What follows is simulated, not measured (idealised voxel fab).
Proc. module: voxel tone inversion
Section shown: cut. Width: 235 nm. Cell size: 5 nm, square.
Cross-section format: a grid of square cells, given as bands from top to bottom; each band is one or more rows of cells.
This entry defines a band. It first specifies the height of the band's top and the height of its bottom in nm, and then specifies the band's materials from left to right, stating each material with its width in nm. The word "everywhere" identifies a single material that fills the band from edge to edge, while the word "air" identifies empty space.
The level at which height equals 0 is the one under which the wafer, as it arrives, is entirely one material. No lower edge exists for the bottom band, which continues downward and is notated as in "top 0, no bottom".
When a width is written as two numbers, as in "30 to 40", the first number is the width in the top row of cells of the band and the second is the width in its bottom row, and the width changes by the same amount from each row to the next.
"all unchanged" means the step left every cell of the cross-section as it was.
Empty spaces without an open route to the top, at least 8 cells in extent, make up the entry "Completely sealed voids"; each is given as width x height at distance, where the distance is measured from the left edge, and all are in nm.
It should be noted that, on the line of a given step, the content following the step's settings is a remark produced by the simulator itself with respect to that step.
overlay nm: where the mask lay relative to plan, measured to the right, on steps with a mask; negatives go left.

Below is the list of planned process steps
| 1 | RECEIVE with material Si |
| 2 | CONFORMAL_DEP with material SiCN, thk nm 5 |
| 3 | DIRECTIONAL_DEP with material aC, thk nm 20 |
| 4 | PATTERN with tone cover, mask id POSTS, material resist, width nm 20, pitch nm 40, thk nm 30, overlay nm 0 |
| 5 | DIRECTIONAL_ETCH with etch materials aC, depth nm 20 |
| 6 | STRIP with etch materials resist |
| 7 | FILL_DEP with material SiO2, thk nm 10 |
| 8 | CMP with height nm 25 |
| 9 | STRIP with etch materials aC |
| 10 | CONFORMAL_DEP with material TiN, thk nm 5 |
| 11 | FILL_DEP with material Ru, thk nm 10 |
| 12 | CMP with height nm 25 |
| 13 | CONFORMAL_DEP with material SiCN, thk nm 5 |

Wafer, first of two, run as planned

Cross-section, incoming material, after step 1
top 0, no bottom | Si everywhere
Completely sealed voids: none

Presented here is a cross-section of the wafer after step 2 has been performed
top 5, bottom 0 | SiCN everywhere
Everything below 0 is unchanged.

Presented here is a cross-section of the wafer after step 3 has been performed
top 25, bottom 5 | aC everywhere
Everything below 5 is unchanged.

Presented here is a cross-section of the wafer after step 4 has been performed
top 55, bottom 25 | air 85 nm / resist 20 nm / air 20 nm / resist 20 nm / air 90 nm
Everything below 25 is unchanged.

Presented here is a cross-section of the wafer after step 5 has been performed
top 35, bottom 25 | air 85 nm / resist 20 nm / air 20 nm / resist 20 nm / air 90 nm
top 25, bottom 5 | air 85 nm / aC 20 nm / air 20 nm / aC 20 nm / air 90 nm
Everything below 5 is unchanged.

Presented here is a cross-section of the wafer after step 6 has been performed
top 25, bottom 5 | air 85 nm / aC 20 nm / air 20 nm / aC 20 nm / air 90 nm
Everything below 5 is unchanged.

Presented here is a cross-section of the wafer after step 7 has been performed
top 35, bottom 25 | SiO2 everywhere
top 25, bottom 5 | SiO2 85 nm / aC 20 nm / SiO2 20 nm / aC 20 nm / SiO2 90 nm
Everything below 5 is unchanged.

Presented here is a cross-section of the wafer after step 8 has been performed
top 25, bottom 5 | SiO2 85 nm / aC 20 nm / SiO2 20 nm / aC 20 nm / SiO2 90 nm
Everything below 5 is unchanged.

Presented here is a cross-section of the wafer after step 9 has been performed
top 25, bottom 5 | SiO2 85 nm / air 20 nm / SiO2 20 nm / air 20 nm / SiO2 90 nm
Everything below 5 is unchanged.

Presented here is a cross-section of the wafer after step 10 has been performed
top 30, bottom 25 | TiN 90 nm / air 10 nm / TiN 30 nm / air 10 nm / TiN 95 nm
top 25, bottom 10 | SiO2 85 nm / TiN 5 nm / air 10 nm / TiN 5 nm / SiO2 20 nm / TiN 5 nm / air 10 nm / TiN 5 nm / SiO2 90 nm
top 10, bottom 5 | SiO2 85 nm / TiN 20 nm / SiO2 20 nm / TiN 20 nm / SiO2 90 nm
Everything below 5 is unchanged.

Presented here is a cross-section of the wafer after step 11 has been performed
top 40, bottom 30 | Ru everywhere
top 30, bottom 25 | TiN 90 nm / Ru 10 nm / TiN 30 nm / Ru 10 nm / TiN 95 nm
top 25, bottom 10 | SiO2 85 nm / TiN 5 nm / Ru 10 nm / TiN 5 nm / SiO2 20 nm / TiN 5 nm / Ru 10 nm / TiN 5 nm / SiO2 90 nm
Everything below 10 is unchanged.

Presented here is a cross-section of the wafer after step 12 has been performed
top 25, bottom 10 | SiO2 85 nm / TiN 5 nm / Ru 10 nm / TiN 5 nm / SiO2 20 nm / TiN 5 nm / Ru 10 nm / TiN 5 nm / SiO2 90 nm
Everything below 10 is unchanged.

Presented here is a cross-section of the wafer after step 13 has been performed
top 30, bottom 25 | SiCN everywhere
Everything below 25 is unchanged.

Wafer two. Same start, same plan, one slip in execution. Same as wafer one through step 7, inclusive

Cross-section of the second wafer at the time step 8 of the plan should have ended
top 20, bottom 5 | SiO2 85 nm / aC 20 nm / SiO2 20 nm / aC 20 nm / SiO2 90 nm
Everything below 5 is unchanged.

Cross-section of the second wafer at the time step 9 of the plan should have ended
top 20, bottom 5 | SiO2 85 nm / air 20 nm / SiO2 20 nm / air 20 nm / SiO2 90 nm
Everything below 5 is unchanged.

Cross-section of the second wafer at the time step 10 of the plan should have ended
top 25, bottom 20 | TiN 90 nm / air 10 nm / TiN 30 nm / air 10 nm / TiN 95 nm
top 20, bottom 10 | SiO2 85 nm / TiN 5 nm / air 10 nm / TiN 5 nm / SiO2 20 nm / TiN 5 nm / air 10 nm / TiN 5 nm / SiO2 90 nm
top 10, bottom 5 | SiO2 85 nm / TiN 20 nm / SiO2 20 nm / TiN 20 nm / SiO2 90 nm
Everything below 5 is unchanged.

Cross-section of the second wafer at the time step 11 of the plan should have ended
top 35, bottom 25 | Ru everywhere
top 25, bottom 20 | TiN 90 nm / Ru 10 nm / TiN 30 nm / Ru 10 nm / TiN 95 nm
top 20, bottom 10 | SiO2 85 nm / TiN 5 nm / Ru 10 nm / TiN 5 nm / SiO2 20 nm / TiN 5 nm / Ru 10 nm / TiN 5 nm / SiO2 90 nm
Everything below 10 is unchanged.

Cross-section of the second wafer at the time step 12 of the plan should have ended
top 25, bottom 20 | TiN 90 nm / Ru 10 nm / TiN 30 nm / Ru 10 nm / TiN 95 nm
Everything below 20 is unchanged.

Cross-section of the second wafer at the time step 13 of the plan should have ended
top 30, bottom 25 | SiCN everywhere
Everything below 25 is unchanged.
What was the processing mistake? step 8: run off-plan, actual operation and settings CMP with height nm 20
Looking at both finished wafers in cells, the second ends up ahead of or behind the first on some materials: 39 fewer of SiO2 | 39 more of TiN
